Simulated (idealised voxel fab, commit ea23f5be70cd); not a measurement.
The name of this process module is voxel trench capacitor.
Cross-section cut: width 260 nm, square cells of 5 nm.
Notation: cross-section as square-cell grid; stated in bands, top first, going down; one or more cell rows per band.
Read a band's entry like this: the first values are the height of its top and the height of its bottom in nm, and what follows is the sequence of materials from left to right, each with its width in nm. Note that "empty" is empty space, and that a single material marked "throughout" reaches across the band from edge to edge.
The level at which height equals 0 is the one under which the wafer, as it arrives, is entirely one material. No lower edge exists for the bottom band, which continues downward and is notated as in "0 nm and below".
You'd read "30 to 40" like this: the band's top row of cells is as wide as the first number, its bottom row is as wide as the second, and going down, every row changes width by the same amount as the row before did.
Take "nothing was modified" at face value: in the step it is given for, the cross-section changed in none of its cells.
Basically, "Internal closed voids" tells you about the enclosed voids: empty spaces with no open way to the top, 8 cells or bigger, each written width x height at distance, where distance is from the left edge, all in nm.
Past the settings on a step's line: simulator remark, on that step.
overlay nm: where the mask lay relative to plan, measured to the right, on steps with a mask; negatives go left.
## Planned step list for the process
| 1 | RECEIVE | material Si |
| 2 | CONFORMAL_DEP | material SiN | thk nm 5 |
| 3 | DIRECTIONAL_DEP | material aC | thk nm 10 |
| 4 | PATTERN | tone open | mask id TRENCH | material resist | width nm 20 | pitch nm 40 | thk nm 30 | overlay nm -15 |
| 5 | DIRECTIONAL_ETCH | etch materials aC | depth nm 10 |
| 6 | STRIP | etch materials resist |
| 7 | DIRECTIONAL_ETCH | etch materials SiN | depth nm 5 |
| 8 | DIRECTIONAL_ETCH | etch materials Si | depth nm 30 |
| 9 | STRIP | etch materials aC |
| 10 | CONFORMAL_DEP | material Al2O3 | thk nm 5 |
| 11 | FILL_DEP | material polySi | thk nm 10 |
| 12 | CMP | height nm 5 |
Split variable: overlay nm, step 4. Plan value = first wafer. Wafers start alike.
## This is how the first of several wafers looked in cross-section when it arrived, which is after step 1
> 0 nm and below  Si throughout
> Internal closed voids: none
## Per wafer, end of module: cells gained (+) or lost (-) per material since receipt, then closed voids
overlay nm -15, +32 Al2O3, -48 Si, +44 SiN, +24 polySi, Internal closed voids: none
overlay nm -10, +32 Al2O3, -48 Si, +44 SiN, +24 polySi, Internal closed voids: none
overlay nm -5, +32 Al2O3, -48 Si, +44 SiN, +24 polySi, Internal closed voids: none
overlay nm 0, +32 Al2O3, -48 Si, +44 SiN, +24 polySi, Internal closed voids: none
overlay nm 5, +32 Al2O3, -48 Si, +44 SiN, +24 polySi, Internal closed voids: none
overlay nm 10, +32 Al2O3, -48 Si, +44 SiN, +24 polySi, Internal closed voids: none
overlay nm 15, +32 Al2O3, -48 Si, +44 SiN, +24 polySi, Internal closed voids: none
